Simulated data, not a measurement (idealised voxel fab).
Module name: voxel air gaps (process module)
Shown is cross-section cut, with a width of 290 nm and square cells of size 5 nm.
Each cross-section below is a grid of square cells, stated as bands in top-down order, with one or more rows of cells making up each band.
Heads up on the band format: heights come first, top then bottom, in nm. After that it's the materials left to right, each with its width in nm. A single material flagged "everywhere" fills the whole band edge to edge, and "blank" means there's empty space there.
Heads up on the height convention: 0 is the point under which the incoming wafer is all one material, and the lowest band has no bottom, it just keeps going down, like "0 -> down".
Quick explanation for "30..40": the width changes in equal steps down the rows of cells, from the first number in the band's top row to the second number in its bottom row.
The cross-section has no changed cell in any step marked "identical to before".
The list in "Closed void table" covers empty spaces of 8 cells or more that cannot reach the top through any open way, and it gives each as width x height at distance; the distance is from the left edge, and width, height and distance are in nm.
On a step's line, text after the settings is the simulator commenting on that step.
overlay nm: mask right of planned place by this much (step with mask). Neg. = left.

Steps in the process plan
1) RECEIVE | material Si
2) CONFORMAL_DEP | material SiO2 | thk nm 15
3) CONFORMAL_DEP | material SiN | thk nm 5
4) DIRECTIONAL_DEP | material SiO2 | thk nm 30
5) DIRECTIONAL_DEP | material aC | thk nm 10
6) PATTERN | tone open | mask id LINES | material resist | width nm 15 | pitch nm 45 | thk nm 30 | overlay nm 0
7) DIRECTIONAL_ETCH | etch materials aC | depth nm 10
8) STRIP | etch materials resist
9) DIRECTIONAL_ETCH | etch materials SiO2 | depth nm 30
10) STRIP | etch materials aC
11) CONFORMAL_DEP | material TiN | thk nm 5
12) FILL_DEP | material Ru | thk nm 10
13) CMP | height nm 50
14) EPI | material Ru | thk nm 10
15) SELECTIVE_ETCH | etch materials SiO2 | depth nm 40
16) CONFORMAL_DEP | material SiN | thk nm 5
The plan shows the width nm of step 6 as the first wafer had it; this setting differs between the wafers, which start out alike.

Cross-sectional view of the first of several wafers in the as-received condition, corresponding to the state following step 1
- 0 -> down | Si everywhere
- Closed void table: none

Each row below is a wafer at the end of the module, listing for every material the number of cells it has gained (+) or lost (-) since it was received, followed by its closed voids
width nm 15 | +76 Ru | +212 SiN | +174 SiO2 | +52 TiN | Closed void table: 20 x 20 at 90; 20 x 20 at 135; 20 x 20 at 180
width nm 20 | +104 Ru | +200 SiN | +174 SiO2 | +56 TiN | Closed void table: 15 x 20 at 95; 15 x 20 at 140; 15 x 20 at 185
width nm 25 | +132 Ru | +140 SiN | +246 SiO2 | +60 TiN | Closed void table: none
width nm 30 | +154 Ru | +140 SiN | +228 SiO2 | +64 TiN | Closed void table: none
